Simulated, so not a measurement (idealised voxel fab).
voxel transistor to metal: a process module
The width of the displayed cross-section, cut, is 290 nm; its cells are square, with a size of 5 nm.
This document writes a cross-section as a grid whose cells are square, and gives it as bands, listed from the top down; one or more rows of cells form a band.
Read a band's entry like this: the first values are the height of its top and the height of its bottom in nm, and what follows is the sequence of materials from left to right, each with its width in nm. Note that "empty" is empty space, and that a single material marked "everywhere" reaches across the band from edge to edge.
Height is counted from the level 0, under which the received wafer is composed throughout of one material. The lowest of the bands is not closed at the bottom but continues downward, in the notation "0..down".
Per-row width for "30->40": begins at first number (top row of band), ends at second number (bottom row), increment between rows held constant.
Basically "everything unchanged" means that step didn't change any cell in the cross-section.
"Entrapped voids": empty spaces of 8 cells or more with no open way to the top, each given as width x height at distance, distance from the left edge, all in nm.
Anything after a step's settings on that line? It's the simulator's own note about the step.
Among the settings permitted on a step's line is "overlay nm"; applied to a step with a mask, it specifies the extent to which the mask lay to the right of its planned position, whereas a negative figure signifies a position to the left.

**So here's the lineup of process steps we planned**
step 1: RECEIVE | material Si
step 2: CONFORMAL_DEP | material SiO2 | thk nm 5
step 3: CONFORMAL_DEP | material SiN | thk nm 10
step 4: PATTERN | tone cover | mask id ACTIVE | material resist | width nm 105 | pitch nm 130 | thk nm 15 | overlay nm 0
step 5: DIRECTIONAL_ETCH | etch materials SiN | depth nm 10
step 6: DIRECTIONAL_ETCH | etch materials SiO2 | depth nm 5
step 7: DIRECTIONAL_ETCH | etch materials Si | depth nm 20
step 8: STRIP | etch materials resist
step 9: FILL_DEP | material SiO2 | thk nm 10
step 10: CMP | height nm 15
step 11: SELECTIVE_ETCH | etch materials SiO2 | depth nm 10
step 12: STRIP | etch materials SiN
step 13: SELECTIVE_ETCH | etch materials SiO2 | depth nm 5
step 14: OXIDIZE | depth nm 5
step 15: DIRECTIONAL_DEP | material polySi | thk nm 20
step 16: DIRECTIONAL_DEP | material SiCN | thk nm 15
step 17: DIRECTIONAL_DEP | material aC | thk nm 10
step 18: PATTERN | tone cover | mask id GATE | material resist | width nm 25 | pitch nm 130 | thk nm 30 | overlay nm 0
step 19: DIRECTIONAL_ETCH | etch materials aC | depth nm 10
step 20: STRIP | etch materials resist
step 21: DIRECTIONAL_ETCH | etch materials SiCN | depth nm 25
step 22: DIRECTIONAL_ETCH | etch materials polySi | depth nm 30
step 23: STRIP | etch materials aC
step 24: CONFORMAL_DEP | material SiO2 | thk nm 5
step 25: DIRECTIONAL_ETCH | etch materials SiO2 | depth nm 5
step 26: CONFORMAL_DEP | material SiN | thk nm 5
step 27: DIRECTIONAL_ETCH | etch materials SiN | depth nm 5
step 28: DIRECTIONAL_ETCH | etch materials SiO2 | depth nm 5
step 29: EPI | material SiGe | thk nm 5
step 30: FILL_DEP | material SiO2 | thk nm 10
step 31: CMP | height nm 20
step 32: STRIP | etch materials polySi
step 33: SELECTIVE_ETCH | etch materials SiO2 | depth nm 5
step 34: CONFORMAL_DEP | material HfO2 | thk nm 5
step 35: CONFORMAL_DEP | material TiN | thk nm 5
step 36: FILL_DEP | material W | thk nm 10
step 37: CMP | height nm 15
step 38: DIRECTIONAL_DEP | material SiO2 | thk nm 10
step 39: DIRECTIONAL_DEP | material aC | thk nm 15
step 40: PATTERN | tone open | mask id CONTACT | material resist | width nm 15 | thk nm 30 | overlay nm 0
step 41: DIRECTIONAL_ETCH | etch materials aC | depth nm 15
step 42: STRIP | etch materials resist
step 43: DIRECTIONAL_ETCH | etch materials SiO2 | depth nm 25
step 44: STRIP | etch materials aC
step 45: CONFORMAL_DEP | material TiN | thk nm 5
step 46: FILL_DEP | material Ru | thk nm 10
step 47: CMP | height nm 25
step 48: CONFORMAL_DEP | material SiN | thk nm 5
step 49: DIRECTIONAL_DEP | material SiO2 | thk nm 20
step 50: MASKED_ETCH | tone open | mask id METAL_1 | width nm 15 | etch materials SiO2 | depth nm 20 | overlay nm 0
step 51: MASKED_ETCH | tone open | mask id METAL_1 | width nm 15 | etch materials SiN | depth nm 5 | overlay nm 0
step 52: CONFORMAL_DEP | material TiN | thk nm 5
step 53: FILL_DEP | material Cu | thk nm 10
step 54: CMP | height nm 50
step 55: CONFORMAL_DEP | material SiCN | thk nm 5
step 56: DIRECTIONAL_DEP | material lowk | thk nm 25
step 57: MASKED_ETCH | tone open | mask id METAL_2 | width nm 15 | pitch nm 130 | etch materials lowk | depth nm 15 | overlay nm 0
step 58: MASKED_ETCH | tone open | mask id METAL_2_HOLES | width nm 15 | pitch nm 130 | etch materials lowk | depth nm 10 | overlay nm 0
step 59: MASKED_ETCH | tone open | mask id METAL_2_HOLES | width nm 15 | pitch nm 130 | etch materials SiCN | depth nm 5 | overlay nm 0
step 60: CONFORMAL_DEP | material TiN | thk nm 5
step 61: FILL_DEP | material Cu | thk nm 10
step 62: CMP | height nm 80
step 63: CONFORMAL_DEP | material SiCN | thk nm 5

**Cross-section of the wafer as it came to us, i.e., already through step 1**
	0..down  Si everywhere
	Entrapped voids: none

**First of two wafers: cross-section at end of module, run per plan**
	85..80  SiCN everywhere
	80..55  lowk 35 | TiN 5 | Cu 5 | TiN 5 | lowk 115 | TiN 5 | Cu 5 | TiN 5 | lowk 110
	55..50  SiCN 35 | TiN 15 | SiCN 115 | TiN 15 | SiCN 110
	50..30  SiO2 35 | TiN 5 | Cu 5 | TiN 5 | SiO2 55 | TiN 5 | Cu 5 | TiN 5 | SiO2 45 | TiN 5 | Cu 5 | TiN 5 | SiO2 55 | TiN 5 | Cu 5 | TiN 5 | SiO2 40
	30..25  SiN 35 | TiN 15 | SiN 55 | TiN 15 | SiN 45 | TiN 15 | SiN 55 | TiN 15 | SiN 40
	25..15  SiO2 35 | TiN 5 | Ru 5 | TiN 5 | SiO2 55 | TiN 5 | Ru 5 | TiN 5 | SiO2 45 | TiN 5 | Ru 5 | TiN 5 | SiO2 55 | TiN 5 | Ru 5 | TiN 5 | SiO2 40
	15..5  SiO2 35 | TiN 5 | Ru 5 | TiN 5 | SiO2 5 | SiN 5 | HfO2 5 | TiN 5 | W 15 | TiN 5 | HfO2 5 | SiN 5 | SiO2 5 | TiN 5 | Ru 5 | TiN 5 | SiO2 45 | TiN 5 | Ru 5 | TiN 5 | SiO2 5 | SiN 5 | HfO2 5 | TiN 5 | W 15 | TiN 5 | HfO2 5 | SiN 5 | SiO2 5 | TiN 5 | Ru 5 | TiN 5 | SiO2 40
	5..0  SiO2 35 | TiN 15 | SiO2 5 | SiN 5 | HfO2 5 | TiN 25 | HfO2 5 | SiN 5 | SiO2 5 | TiN 15 | SiO2 45 | TiN 15 | SiO2 5 | SiN 5 | HfO2 5 | TiN 25 | HfO2 5 | SiN 5 | SiO2 5 | TiN 15 | SiO2 40
	0..-5  SiO2 20 | SiGe 35 | SiO2 5 | HfO2 35 | SiO2 5 | SiGe 35 | SiO2 15 | SiGe 35 | SiO2 5 | HfO2 35 | SiO2 5 | SiGe 35 | SiO2 25
	-5..-20  SiO2 25 | Si 105 | SiO2 25 | Si 105 | SiO2 30
	-20..down  Si everywhere
	Entrapped voids: none

**Wafer two, sectioned after the module: the first wafer's start, the first wafer's plan, and one mistake in how it was run**
	85..80  SiCN everywhere
	80..55  lowk 35 | TiN 5 | Cu 5 | TiN 5 | lowk 115 | TiN 5 | Cu 5 | TiN 5 | lowk 110
	55..50  SiCN 35 | TiN 15 | SiCN 115 | TiN 15 | SiCN 110
	50..30  SiO2 35 | TiN 5 | Cu 5 | TiN 5 | SiO2 55 | TiN 5 | Cu 5 | TiN 5 | SiO2 45 | TiN 5 | Cu 5 | TiN 5 | SiO2 55 | TiN 5 | Cu 5 | TiN 5 | SiO2 40
	30..25  SiN 35 | TiN 15 | SiN 55 | TiN 15 | SiN 45 | TiN 15 | SiN 55 | TiN 15 | SiN 40
	25..15  SiO2 35 | TiN 5 | Ru 5 | TiN 5 | SiO2 55 | TiN 5 | Ru 5 | TiN 5 | SiO2 45 | TiN 5 | Ru 5 | TiN 5 | SiO2 55 | TiN 5 | Ru 5 | TiN 5 | SiO2 40
	15..5  SiO2 35 | TiN 5 | Ru 5 | TiN 5 | SiO2 5 | SiN 5 | HfO2 5 | TiN 5 | W 15 | TiN 5 | HfO2 5 | SiN 5 | SiO2 5 | TiN 5 | Ru 5 | TiN 5 | SiO2 45 | TiN 5 | Ru 5 | TiN 5 | SiO2 5 | SiN 5 | HfO2 5 | TiN 5 | W 15 | TiN 5 | HfO2 5 | SiN 5 | SiO2 5 | TiN 5 | Ru 5 | TiN 5 | SiO2 40
	5..0  SiO2 35 | TiN 15 | SiO2 5 | SiN 5 | HfO2 5 | TiN 25 | HfO2 5 | SiN 5 | SiO2 5 | TiN 15 | SiO2 45 | TiN 15 | SiO2 5 | SiN 5 | HfO2 5 | TiN 25 | HfO2 5 | SiN 5 | SiO2 5 | TiN 15 | SiO2 40
	0..-5  SiGe 30 | SiO2 30 | HfO2 35 | SiO2 30 | SiGe 35 | SiO2 30 | HfO2 35 | SiO2 30 | SiGe 35
	-5..-20  Si 25 | SiO2 105 | Si 25 | SiO2 105 | Si 30
	-20..down  Si everywhere
	Entrapped voids: none
What went wrong in running the wafer? step 4 was run on a setting that differed from the plan, and what really ran there is PATTERN | tone open | mask id ACTIVE | material resist | width nm 105 | pitch nm 130 | thk nm 15 | overlay nm 0
Upon completion, the second wafer contains, in terms of cells, a greater or smaller amount of certain materials than the first wafer: -78 Si; -8 SiGe; +86 SiO2
